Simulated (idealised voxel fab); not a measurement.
process module | voxel wiring stack
cross-section cut | 160 nm wide | cells 5 nm
A cross-section is a grid of square cells, given in bands from the top down. A band is one or more rows of cells.
Each band's line starts with the height of the band's top and of its bottom, in nm. Then come its materials from left to right, each with its width in nm. One material with "throughout" fills the band from edge to edge. "air" is empty space.
Height 0 is the level under which the wafer as received is all one material. The lowest band goes on downwards, as in "0 down".
A width such as "30 to 40" changes by the same amount from each row of cells to the next, from the band's top row to its bottom row.
"no change" after a step means that no cell of the cross-section changed.
closed voids: empty space of 8 cells or more with no open way to the top, each as width x height at its distance from the left edge, in nm
after a step's settings: what the simulator itself notes on the step
overlay nm, on a step with a mask: how far to the right of its planned place the mask lay; to the left if negative
plan
1 op RECEIVE | material Si
2 op CONFORMAL_DEP | material SiO2 | thk nm 15
3 op CONFORMAL_DEP | material SiCN | thk nm 5
4 op DIRECTIONAL_DEP | material lowk | thk nm 20
5 op DIRECTIONAL_DEP | material aC | thk nm 15
6 op PATTERN | tone open | mask id METAL_1 | material resist | width nm 25 | pitch nm 45 | thk nm 30 | overlay nm 0
7 op DIRECTIONAL_ETCH | etch materials aC | depth nm 15
8 op STRIP | etch materials resist
9 op DIRECTIONAL_ETCH | etch materials lowk | depth nm 20
10 op DIRECTIONAL_ETCH | etch materials SiCN | depth nm 5
11 op STRIP | etch materials aC
12 op CONFORMAL_DEP | material TiN | thk nm 5
13 op FILL_DEP | material Cu | thk nm 5
14 op CMP | height nm 40
15 op CONFORMAL_DEP | material SiCN | thk nm 5
16 op DIRECTIONAL_DEP | material lowk | thk nm 15
17 op MASKED_ETCH | tone open | mask id PLUG_1 | width nm 15 | pitch nm 45 | etch materials lowk | depth nm 15 | overlay nm 0
18 op MASKED_ETCH | tone open | mask id PLUG_1 | width nm 15 | pitch nm 45 | etch materials SiCN | depth nm 5 | overlay nm 0
19 op EPI | material Ru | thk nm 10
20 op EPI | material Ru | thk nm 10
21 op CONFORMAL_DEP | material SiCN | thk nm 5
22 op DIRECTIONAL_DEP | material SiO2 | thk nm 20
23 op PATTERN | tone open | mask id METAL_2 | material resist | width nm 25 | pitch nm 45 | thk nm 15 | overlay nm 0
24 op DIRECTIONAL_ETCH | etch materials SiO2 | depth nm 20
25 op DIRECTIONAL_ETCH | etch materials SiCN | depth nm 5
26 op STRIP | etch materials resist
27 op CONFORMAL_DEP | material TiN | thk nm 5
28 op FILL_DEP | material W | thk nm 10
29 op CMP | height nm 85
30 op CONFORMAL_DEP | material SiCN | thk nm 5
31 op DIRECTIONAL_DEP | material SiO2 | thk nm 35
32 op PATTERN | tone open | mask id METAL_3_HOLES | material resist | width nm 15 | pitch nm 45 | thk nm 20 | overlay nm 0
33 op DIRECTIONAL_ETCH | etch materials SiO2 | depth nm 35
34 op STRIP | etch materials resist
35 op DIRECTIONAL_DEP | material aC | thk nm 10
36 op PATTERN | tone open | mask id METAL_3 | material resist | width nm 25 | pitch nm 45 | thk nm 30 | overlay nm 0
37 op DIRECTIONAL_ETCH | etch materials aC | depth nm 10
38 op STRIP | etch materials resist
39 op DIRECTIONAL_ETCH | etch materials SiO2 | depth nm 20
40 op DIRECTIONAL_ETCH | etch materials SiCN | depth nm 5
41 op STRIP | etch materials aC
42 op CONFORMAL_DEP | material TiN | thk nm 5
43 op FILL_DEP | material Cu | thk nm 10
44 op CMP | height nm 125
45 op CONFORMAL_DEP | material SiCN | thk nm 5
46 op DIRECTIONAL_DEP | material SiO2 | thk nm 10
47 op PATTERN | tone open | mask id PLUG_3 | material resist | width nm 15 | pitch nm 45 | thk nm 15 | overlay nm 0
48 op DIRECTIONAL_ETCH | etch materials SiO2 | depth nm 10
49 op DIRECTIONAL_ETCH | etch materials SiCN | depth nm 5
50 op STRIP | etch materials resist
51 op EPI | material Ru | thk nm 10
52 op EPI | material Ru | thk nm 5
53 op DIRECTIONAL_DEP | material TiN | thk nm 5
54 op DIRECTIONAL_DEP | material Ru | thk nm 20
55 op PATTERN | tone cover | mask id METAL_4 | material resist | width nm 25 | pitch nm 45 | thk nm 15 | overlay nm 0
56 op DIRECTIONAL_ETCH | etch materials Ru | depth nm 20
57 op DIRECTIONAL_ETCH | etch materials TiN | depth nm 5
58 op STRIP | etch materials resist
59 op CONFORMAL_DEP | material SiN | thk nm 5
60 op FILL_DEP | material lowk | thk nm 10
61 op CMP | height nm 165
62 op CONFORMAL_DEP | material SiCN | thk nm 5
first wafer, as planned
as received, after step 1
  0 down: Si throughout
  closed voids: none
after step 2
  15 to 0: SiO2 throughout
  below 0: unchanged
after step 3
  20 to 15: SiCN throughout
  below 15: unchanged
after step 4
  40 to 20: lowk throughout
  below 20: unchanged
after step 5
  55 to 40: aC throughout
  below 40: unchanged
after step 6
  85 to 55: resist 45 | air 25 | resist 20 | air 25 | resist 45
  below 55: unchanged
after step 7
  70 to 55: resist 45 | air 25 | resist 20 | air 25 | resist 45
  55 to 40: aC 45 | air 25 | aC 20 | air 25 | aC 45
  below 40: unchanged
after step 8
  55 to 40: aC 45 | air 25 | aC 20 | air 25 | aC 45
  below 40: unchanged
after step 9
  55 to 40: aC 45 | air 25 | aC 20 | air 25 | aC 45
  40 to 20: lowk 45 | air 25 | lowk 20 | air 25 | lowk 45
  below 20: unchanged
after step 10
  55 to 40: aC 45 | air 25 | aC 20 | air 25 | aC 45
  40 to 20: lowk 45 | air 25 | lowk 20 | air 25 | lowk 45
  20 to 15: SiCN 45 | air 25 | SiCN 20 | air 25 | SiCN 45
  below 15: unchanged
after step 11
  40 to 20: lowk 45 | air 25 | lowk 20 | air 25 | lowk 45
  below 20: unchanged
after step 12
  45 to 40: TiN 50 | air 15 | TiN 30 | air 15 | TiN 50
  40 to 20: lowk 45 | TiN 5 | air 15 | TiN 5 | lowk 20 | TiN 5 | air 15 | TiN 5 | lowk 45
  20 to 15: SiCN 45 | TiN 25 | SiCN 20 | TiN 25 | SiCN 45
  below 15: unchanged
after step 13
  50 to 45: Cu throughout
  45 to 40: TiN 50 | Cu 15 | TiN 30 | Cu 15 | TiN 50
  40 to 20: lowk 45 | TiN 5 | Cu 15 | TiN 5 | lowk 20 | TiN 5 | Cu 15 | TiN 5 | lowk 45
  below 20: unchanged
after step 14
  40 to 20: lowk 45 | TiN 5 | Cu 15 | TiN 5 | lowk 20 | TiN 5 | Cu 15 | TiN 5 | lowk 45
  below 20: unchanged
after step 15
  45 to 40: SiCN throughout
  below 40: unchanged
after step 16
  60 to 45: lowk throughout
  below 45: unchanged
after step 17
  60 to 45: lowk 45 | air 15 | lowk 30 | air 15 | lowk 55
  below 45: unchanged
after step 18
  60 to 45: lowk 45 | air 15 | lowk 30 | air 15 | lowk 55
  45 to 40: SiCN 45 | air 15 | SiCN 30 | air 15 | SiCN 55
  below 40: unchanged
after step 19
  60 to 50: lowk 45 | air 15 | lowk 30 | air 15 | lowk 55
  50 to 45: lowk 45 | Ru 15 | lowk 30 | Ru 15 | lowk 55
  45 to 40: SiCN 45 | Ru 15 | SiCN 30 | Ru 15 | SiCN 55
  below 40: unchanged
after step 20
  60 to 45: lowk 45 | Ru 15 | lowk 30 | Ru 15 | lowk 55
  below 45: unchanged
after step 21
  65 to 60: SiCN throughout
  below 60: unchanged
after step 22
  85 to 65: SiO2 throughout
  below 65: unchanged
after step 23
  100 to 85: resist 45 | air 25 | resist 20 | air 25 | resist 45
  below 85: unchanged
after step 24
  100 to 85: resist 45 | air 25 | resist 20 | air 25 | resist 45
  85 to 65: SiO2 45 | air 25 | SiO2 20 | air 25 | SiO2 45
  below 65: unchanged
after step 25
  100 to 85: resist 45 | air 25 | resist 20 | air 25 | resist 45
  85 to 65: SiO2 45 | air 25 | SiO2 20 | air 25 | SiO2 45
  65 to 60: SiCN 45 | air 25 | SiCN 20 | air 25 | SiCN 45
  below 60: unchanged
after step 26
  85 to 65: SiO2 45 | air 25 | SiO2 20 | air 25 | SiO2 45
  below 65: unchanged
after step 27
  90 to 85: TiN 50 | air 15 | TiN 30 | air 15 | TiN 50
  85 to 65: SiO2 45 | TiN 5 | air 15 | TiN 5 | SiO2 20 | TiN 5 | air 15 | TiN 5 | SiO2 45
  65 to 60: SiCN 45 | TiN 25 | SiCN 20 | TiN 25 | SiCN 45
  below 60: unchanged
after step 28
  100 to 90: W throughout
  90 to 85: TiN 50 | W 15 | TiN 30 | W 15 | TiN 50
  85 to 65: SiO2 45 | TiN 5 | W 15 | TiN 5 | SiO2 20 | TiN 5 | W 15 | TiN 5 | SiO2 45
  below 65: unchanged
after step 29
  85 to 65: SiO2 45 | TiN 5 | W 15 | TiN 5 | SiO2 20 | TiN 5 | W 15 | TiN 5 | SiO2 45
  below 65: unchanged
after step 30
  90 to 85: SiCN throughout
  below 85: unchanged
after step 31
  125 to 90: SiO2 throughout
  below 90: unchanged
after step 32
  145 to 125: resist 45 | air 15 | resist 30 | air 15 | resist 55
  below 125: unchanged
after step 33
  145 to 125: resist 45 | air 15 | resist 30 | air 15 | resist 55
  125 to 90: SiO2 45 | air 15 | SiO2 30 | air 15 | SiO2 55
  below 90: unchanged
after step 34
  125 to 90: SiO2 45 | air 15 | SiO2 30 | air 15 | SiO2 55
  below 90: unchanged
after step 35
  135 to 125: aC 45 | air 15 | aC 30 | air 15 | aC 55
  125 to 100: SiO2 45 | air 15 | SiO2 30 | air 15 | SiO2 55
  100 to 90: SiO2 45 | aC 15 | SiO2 30 | aC 15 | SiO2 55
  below 90: unchanged
after step 36
  165 to 135: resist 45 | air 25 | resist 20 | air 25 | resist 45
  below 135: unchanged
after step 37
  155 to 135: resist 45 | air 25 | resist 20 | air 25 | resist 45
  135 to 125: aC 45 | air 25 | aC 20 | air 25 | aC 45
  125 to 90: SiO2 45 | air 15 | SiO2 30 | air 15 | SiO2 55
  below 90: unchanged
after step 38
  135 to 125: aC 45 | air 25 | aC 20 | air 25 | aC 45
  below 125: unchanged
after step 39
  135 to 125: aC 45 | air 25 | aC 20 | air 25 | aC 45
  125 to 105: SiO2 45 | air 25 | SiO2 20 | air 25 | SiO2 45
  below 105: unchanged
after step 40
  135 to 125: aC 45 | air 25 | aC 20 | air 25 | aC 45
  125 to 105: SiO2 45 | air 25 | SiO2 20 | air 25 | SiO2 45
  105 to 90: SiO2 45 | air 15 | SiO2 30 | air 15 | SiO2 55
  90 to 85: SiCN 45 | air 15 | SiCN 30 | air 15 | SiCN 55
  below 85: unchanged
after step 41
  125 to 105: SiO2 45 | air 25 | SiO2 20 | air 25 | SiO2 45
  below 105: unchanged
after step 42
  130 to 125: TiN 50 | air 15 | TiN 30 | air 15 | TiN 50
  125 to 110: SiO2 45 | TiN 5 | air 15 | TiN 5 | SiO2 20 | TiN 5 | air 15 | TiN 5 | SiO2 45
  110 to 105: SiO2 45 | TiN 5 | air 5 | TiN 15 | SiO2 20 | TiN 5 | air 5 | TiN 15 | SiO2 45
  105 to 90: SiO2 45 | TiN 5 | air 5 | TiN 5 | SiO2 30 | TiN 5 | air 5 | TiN 5 | SiO2 55
  90 to 85: SiCN 45 | TiN 15 | SiCN 30 | TiN 15 | SiCN 55
  below 85: unchanged
after step 43
  140 to 130: Cu throughout
  130 to 125: TiN 50 | Cu 15 | TiN 30 | Cu 15 | TiN 50
  125 to 110: SiO2 45 | TiN 5 | Cu 15 | TiN 5 | SiO2 20 | TiN 5 | Cu 15 | TiN 5 | SiO2 45
  110 to 105: SiO2 45 | TiN 5 | Cu 5 | TiN 15 | SiO2 20 | TiN 5 | Cu 5 | TiN 15 | SiO2 45
  105 to 90: SiO2 45 | TiN 5 | Cu 5 | TiN 5 | SiO2 30 | TiN 5 | Cu 5 | TiN 5 | SiO2 55
  below 90: unchanged
after step 44
  125 to 110: SiO2 45 | TiN 5 | Cu 15 | TiN 5 | SiO2 20 | TiN 5 | Cu 15 | TiN 5 | SiO2 45
  below 110: unchanged
after step 45
  130 to 125: SiCN throughout
  below 125: unchanged
after step 46
  140 to 130: SiO2 throughout
  below 130: unchanged
after step 47
  155 to 140: resist 45 | air 15 | resist 30 | air 15 | resist 55
  below 140: unchanged
after step 48
  155 to 140: resist 45 | air 15 | resist 30 | air 15 | resist 55
  140 to 130: SiO2 45 | air 15 | SiO2 30 | air 15 | SiO2 55
  below 130: unchanged
after step 49
  155 to 140: resist 45 | air 15 | resist 30 | air 15 | resist 55
  140 to 130: SiO2 45 | air 15 | SiO2 30 | air 15 | SiO2 55
  130 to 125: SiCN 45 | air 15 | SiCN 30 | air 15 | SiCN 55
  below 125: unchanged
after step 50
  140 to 130: SiO2 45 | air 15 | SiO2 30 | air 15 | SiO2 55
  below 130: unchanged
after step 51
  140 to 135: SiO2 45 | air 15 | SiO2 30 | air 15 | SiO2 55
  135 to 130: SiO2 45 | Ru 15 | SiO2 30 | Ru 15 | SiO2 55
  130 to 125: SiCN 45 | Ru 15 | SiCN 30 | Ru 15 | SiCN 55
  below 125: unchanged
after step 52
  140 to 130: SiO2 45 | Ru 15 | SiO2 30 | Ru 15 | SiO2 55
  below 130: unchanged
after step 53
  145 to 140: TiN throughout
  below 140: unchanged
after step 54
  165 to 145: Ru throughout
  below 145: unchanged
after step 55
  180 to 165: air 45 | resist 25 | air 20 | resist 25 | air 45
  below 165: unchanged
after step 56
  180 to 165: air 45 | resist 25 | air 20 | resist 25 | air 45
  165 to 145: air 45 | Ru 25 | air 20 | Ru 25 | air 45
  below 145: unchanged
after step 57
  180 to 165: air 45 | resist 25 | air 20 | resist 25 | air 45
  165 to 145: air 45 | Ru 25 | air 20 | Ru 25 | air 45
  145 to 140: air 45 | TiN 25 | air 20 | TiN 25 | air 45
  below 140: unchanged
after step 58
  165 to 145: air 45 | Ru 25 | air 20 | Ru 25 | air 45
  below 145: unchanged
after step 59
  170 to 165: air 40 | SiN 35 | air 10 | SiN 35 | air 40
  165 to 145: air 40 | SiN 5 | Ru 25 | SiN 5 | air 10 | SiN 5 | Ru 25 | SiN 5 | air 40
  145 to 140: SiN 45 | TiN 25 | SiN 20 | TiN 25 | SiN 45
  below 140: unchanged
after step 60
  180 to 170: lowk throughout
  170 to 165: lowk 40 | SiN 35 | lowk 10 | SiN 35 | lowk 40
  165 to 145: lowk 40 | SiN 5 | Ru 25 | SiN 5 | lowk 10 | SiN 5 | Ru 25 | SiN 5 | lowk 40
  below 145: unchanged
after step 61
  165 to 145: lowk 40 | SiN 5 | Ru 25 | SiN 5 | lowk 10 | SiN 5 | Ru 25 | SiN 5 | lowk 40
  below 145: unchanged
after step 62
  170 to 165: SiCN throughout
  below 165: unchanged
second wafer: like start, like plan, one mistake. Through step 5 it matches the first wafer
when step 6 should have ended
  85 to 55: air 45 | resist 25 | air 20 | resist 25 | air 45
  below 55: unchanged
when step 7 should have ended
  70 to 55: air 45 | resist 25 | air 20 | resist 25 | air 45
  55 to 40: air 45 | aC 25 | air 20 | aC 25 | air 45
  below 40: unchanged
when step 8 should have ended
  55 to 40: air 45 | aC 25 | air 20 | aC 25 | air 45
  below 40: unchanged
when step 9 should have ended
  55 to 40: air 45 | aC 25 | air 20 | aC 25 | air 45
  40 to 20: air 45 | lowk 25 | air 20 | lowk 25 | air 45
  below 20: unchanged
when step 10 should have ended
  55 to 40: air 45 | aC 25 | air 20 | aC 25 | air 45
  40 to 20: air 45 | lowk 25 | air 20 | lowk 25 | air 45
  20 to 15: air 45 | SiCN 25 | air 20 | SiCN 25 | air 45
  below 15: unchanged
when step 11 should have ended
  40 to 20: air 45 | lowk 25 | air 20 | lowk 25 | air 45
  below 20: unchanged
when step 12 should have ended
  45 to 40: air 40 | TiN 35 | air 10 | TiN 35 | air 40
  40 to 20: air 40 | TiN 5 | lowk 25 | TiN 5 | air 10 | TiN 5 | lowk 25 | TiN 5 | air 40
  20 to 15: TiN 45 | SiCN 25 | TiN 20 | SiCN 25 | TiN 45
  below 15: unchanged
when step 13 should have ended
  50 to 45: Cu throughout
  45 to 40: Cu 40 | TiN 35 | Cu 10 | TiN 35 | Cu 40
  40 to 20: Cu 40 | TiN 5 | lowk 25 | TiN 5 | Cu 10 | TiN 5 | lowk 25 | TiN 5 | Cu 40
  below 20: unchanged
when step 14 should have ended
  40 to 20: Cu 40 | TiN 5 | lowk 25 | TiN 5 | Cu 10 | TiN 5 | lowk 25 | TiN 5 | Cu 40
  below 20: unchanged
when step 15 should have ended
  45 to 40: SiCN throughout
  below 40: unchanged
when step 16 should have ended
  60 to 45: lowk throughout
  below 45: unchanged
when step 17 should have ended
  60 to 45: lowk 45 | air 15 | lowk 30 | air 15 | lowk 55
  below 45: unchanged
when step 18 should have ended
  60 to 45: lowk 45 | air 15 | lowk 30 | air 15 | lowk 55
  45 to 40: SiCN 45 | air 15 | SiCN 30 | air 15 | SiCN 55
  below 40: unchanged
when step 19 should have ended: no change
when step 20 should have ended: no change
when step 21 should have ended
  65 to 60: SiCN 50 | air 5 | SiCN 40 | air 5 | SiCN 60
  60 to 45: lowk 45 | SiCN 5 | air 5 | SiCN 5 | lowk 30 | SiCN 5 | air 5 | SiCN 5 | lowk 55
  45 to 40: SiCN throughout
  below 40: unchanged
when step 22 should have ended
  85 to 65: SiO2 50 | air 5 | SiO2 40 | air 5 | SiO2 60
  65 to 60: SiCN 50 | SiO2 5 | SiCN 40 | SiO2 5 | SiCN 60
  60 to 45: lowk 45 | SiCN 5 | SiO2 5 | SiCN 5 | lowk 30 | SiCN 5 | SiO2 5 | SiCN 5 | lowk 55
  below 45: unchanged
when step 23 should have ended
  100 to 85: resist 45 | air 25 | resist 20 | air 25 | resist 45
  below 85: unchanged
when step 24 should have ended
  100 to 85: resist 45 | air 25 | resist 20 | air 25 | resist 45
  85 to 65: SiO2 45 | air 25 | SiO2 20 | air 25 | SiO2 45
  65 to 60: SiCN 50 | air 5 | SiCN 40 | air 5 | SiCN 60
  60 to 45: lowk 45 | SiCN 5 | air 5 | SiCN 5 | lowk 30 | SiCN 5 | air 5 | SiCN 5 | lowk 55
  below 45: unchanged
when step 25 should have ended
  100 to 85: resist 45 | air 25 | resist 20 | air 25 | resist 45
  85 to 65: SiO2 45 | air 25 | SiO2 20 | air 25 | SiO2 45
  65 to 60: SiCN 45 | air 25 | SiCN 20 | air 25 | SiCN 45
  60 to 45: lowk 45 | SiCN 5 | air 5 | SiCN 5 | lowk 30 | SiCN 5 | air 5 | SiCN 5 | lowk 55
  45 to 40: SiCN 50 | air 5 | SiCN 40 | air 5 | SiCN 60
  below 40: unchanged
when step 26 should have ended
  85 to 65: SiO2 45 | air 25 | SiO2 20 | air 25 | SiO2 45
  below 65: unchanged
when step 27 should have ended
  90 to 85: TiN 50 | air 15 | TiN 30 | air 15 | TiN 50
  85 to 65: SiO2 45 | TiN 5 | air 15 | TiN 5 | SiO2 20 | TiN 5 | air 15 | TiN 5 | SiO2 45
  65 to 60: SiCN 45 | TiN 25 | SiCN 20 | TiN 25 | SiCN 45
  60 to 45: lowk 45 | SiCN 5 | TiN 5 | SiCN 5 | lowk 30 | SiCN 5 | TiN 5 | SiCN 5 | lowk 55
  45 to 40: SiCN 50 | TiN 5 | SiCN 40 | TiN 5 | SiCN 60
  below 40: unchanged
when step 28 should have ended
  100 to 90: W throughout
  90 to 85: TiN 50 | W 15 | TiN 30 | W 15 | TiN 50
  85 to 65: SiO2 45 | TiN 5 | W 15 | TiN 5 | SiO2 20 | TiN 5 | W 15 | TiN 5 | SiO2 45
  below 65: unchanged
when step 29 should have ended
  85 to 65: SiO2 45 | TiN 5 | W 15 | TiN 5 | SiO2 20 | TiN 5 | W 15 | TiN 5 | SiO2 45
  below 65: unchanged
when step 30 should have ended
  90 to 85: SiCN throughout
  below 85: unchanged
when step 31 should have ended
  125 to 90: SiO2 throughout
  below 90: unchanged
when step 32 should have ended
  145 to 125: resist 45 | air 15 | resist 30 | air 15 | resist 55
  below 125: unchanged
when step 33 should have ended
  145 to 125: resist 45 | air 15 | resist 30 | air 15 | resist 55
  125 to 90: SiO2 45 | air 15 | SiO2 30 | air 15 | SiO2 55
  below 90: unchanged
when step 34 should have ended
  125 to 90: SiO2 45 | air 15 | SiO2 30 | air 15 | SiO2 55
  below 90: unchanged
when step 35 should have ended
  135 to 125: aC 45 | air 15 | aC 30 | air 15 | aC 55
  125 to 100: SiO2 45 | air 15 | SiO2 30 | air 15 | SiO2 55
  100 to 90: SiO2 45 | aC 15 | SiO2 30 | aC 15 | SiO2 55
  below 90: unchanged
when step 36 should have ended
  165 to 135: resist 45 | air 25 | resist 20 | air 25 | resist 45
  below 135: unchanged
when step 37 should have ended
  155 to 135: resist 45 | air 25 | resist 20 | air 25 | resist 45
  135 to 125: aC 45 | air 25 | aC 20 | air 25 | aC 45
  125 to 90: SiO2 45 | air 15 | SiO2 30 | air 15 | SiO2 55
  below 90: unchanged
when step 38 should have ended
  135 to 125: aC 45 | air 25 | aC 20 | air 25 | aC 45
  below 125: unchanged
when step 39 should have ended
  135 to 125: aC 45 | air 25 | aC 20 | air 25 | aC 45
  125 to 105: SiO2 45 | air 25 | SiO2 20 | air 25 | SiO2 45
  below 105: unchanged
when step 40 should have ended
  135 to 125: aC 45 | air 25 | aC 20 | air 25 | aC 45
  125 to 105: SiO2 45 | air 25 | SiO2 20 | air 25 | SiO2 45
  105 to 90: SiO2 45 | air 15 | SiO2 30 | air 15 | SiO2 55
  90 to 85: SiCN 45 | air 15 | SiCN 30 | air 15 | SiCN 55
  below 85: unchanged
when step 41 should have ended
  125 to 105: SiO2 45 | air 25 | SiO2 20 | air 25 | SiO2 45
  below 105: unchanged
when step 42 should have ended
  130 to 125: TiN 50 | air 15 | TiN 30 | air 15 | TiN 50
  125 to 110: SiO2 45 | TiN 5 | air 15 | TiN 5 | SiO2 20 | TiN 5 | air 15 | TiN 5 | SiO2 45
  110 to 105: SiO2 45 | TiN 5 | air 5 | TiN 15 | SiO2 20 | TiN 5 | air 5 | TiN 15 | SiO2 45
  105 to 90: SiO2 45 | TiN 5 | air 5 | TiN 5 | SiO2 30 | TiN 5 | air 5 | TiN 5 | SiO2 55
  90 to 85: SiCN 45 | TiN 15 | SiCN 30 | TiN 15 | SiCN 55
  below 85: unchanged
when step 43 should have ended
  140 to 130: Cu throughout
  130 to 125: TiN 50 | Cu 15 | TiN 30 | Cu 15 | TiN 50
  125 to 110: SiO2 45 | TiN 5 | Cu 15 | TiN 5 | SiO2 20 | TiN 5 | Cu 15 | TiN 5 | SiO2 45
  110 to 105: SiO2 45 | TiN 5 | Cu 5 | TiN 15 | SiO2 20 | TiN 5 | Cu 5 | TiN 15 | SiO2 45
  105 to 90: SiO2 45 | TiN 5 | Cu 5 | TiN 5 | SiO2 30 | TiN 5 | Cu 5 | TiN 5 | SiO2 55
  below 90: unchanged
when step 44 should have ended
  125 to 110: SiO2 45 | TiN 5 | Cu 15 | TiN 5 | SiO2 20 | TiN 5 | Cu 15 | TiN 5 | SiO2 45
  below 110: unchanged
when step 45 should have ended
  130 to 125: SiCN throughout
  below 125: unchanged
when step 46 should have ended
  140 to 130: SiO2 throughout
  below 130: unchanged
when step 47 should have ended
  155 to 140: resist 45 | air 15 | resist 30 | air 15 | resist 55
  below 140: unchanged
when step 48 should have ended
  155 to 140: resist 45 | air 15 | resist 30 | air 15 | resist 55
  140 to 130: SiO2 45 | air 15 | SiO2 30 | air 15 | SiO2 55
  below 130: unchanged
when step 49 should have ended
  155 to 140: resist 45 | air 15 | resist 30 | air 15 | resist 55
  140 to 130: SiO2 45 | air 15 | SiO2 30 | air 15 | SiO2 55
  130 to 125: SiCN 45 | air 15 | SiCN 30 | air 15 | SiCN 55
  below 125: unchanged
when step 50 should have ended
  140 to 130: SiO2 45 | air 15 | SiO2 30 | air 15 | SiO2 55
  below 130: unchanged
when step 51 should have ended
  140 to 135: SiO2 45 | air 15 | SiO2 30 | air 15 | SiO2 55
  135 to 130: SiO2 45 | Ru 15 | SiO2 30 | Ru 15 | SiO2 55
  130 to 125: SiCN 45 | Ru 15 | SiCN 30 | Ru 15 | SiCN 55
  below 125: unchanged
when step 52 should have ended
  140 to 130: SiO2 45 | Ru 15 | SiO2 30 | Ru 15 | SiO2 55
  below 130: unchanged
when step 53 should have ended
  145 to 140: TiN throughout
  below 140: unchanged
when step 54 should have ended
  165 to 145: Ru throughout
  below 145: unchanged
when step 55 should have ended
  180 to 165: air 45 | resist 25 | air 20 | resist 25 | air 45
  below 165: unchanged
when step 56 should have ended
  180 to 165: air 45 | resist 25 | air 20 | resist 25 | air 45
  165 to 145: air 45 | Ru 25 | air 20 | Ru 25 | air 45
  below 145: unchanged
when step 57 should have ended
  180 to 165: air 45 | resist 25 | air 20 | resist 25 | air 45
  165 to 145: air 45 | Ru 25 | air 20 | Ru 25 | air 45
  145 to 140: air 45 | TiN 25 | air 20 | TiN 25 | air 45
  below 140: unchanged
when step 58 should have ended
  165 to 145: air 45 | Ru 25 | air 20 | Ru 25 | air 45
  below 145: unchanged
when step 59 should have ended
  170 to 165: air 40 | SiN 35 | air 10 | SiN 35 | air 40
  165 to 145: air 40 | SiN 5 | Ru 25 | SiN 5 | air 10 | SiN 5 | Ru 25 | SiN 5 | air 40
  145 to 140: SiN 45 | TiN 25 | SiN 20 | TiN 25 | SiN 45
  below 140: unchanged
when step 60 should have ended
  180 to 170: lowk throughout
  170 to 165: lowk 40 | SiN 35 | lowk 10 | SiN 35 | lowk 40
  165 to 145: lowk 40 | SiN 5 | Ru 25 | SiN 5 | lowk 10 | SiN 5 | Ru 25 | SiN 5 | lowk 40
  below 145: unchanged
when step 61 should have ended
  165 to 145: lowk 40 | SiN 5 | Ru 25 | SiN 5 | lowk 10 | SiN 5 | Ru 25 | SiN 5 | lowk 40
  below 145: unchanged
when step 62 should have ended
  170 to 165: SiCN throughout
  below 165: unchanged
what went wrong: step 6 ran as: op PATTERN | tone cover | mask id METAL_1 | material resist | width nm 25 | pitch nm 45 | thk nm 30 | overlay nm 0
at the end the second wafer has, in cells: 48 more of Cu | 24 fewer of Ru | 4 more of SiCN | 20 more of TiN | 48 fewer of lowk
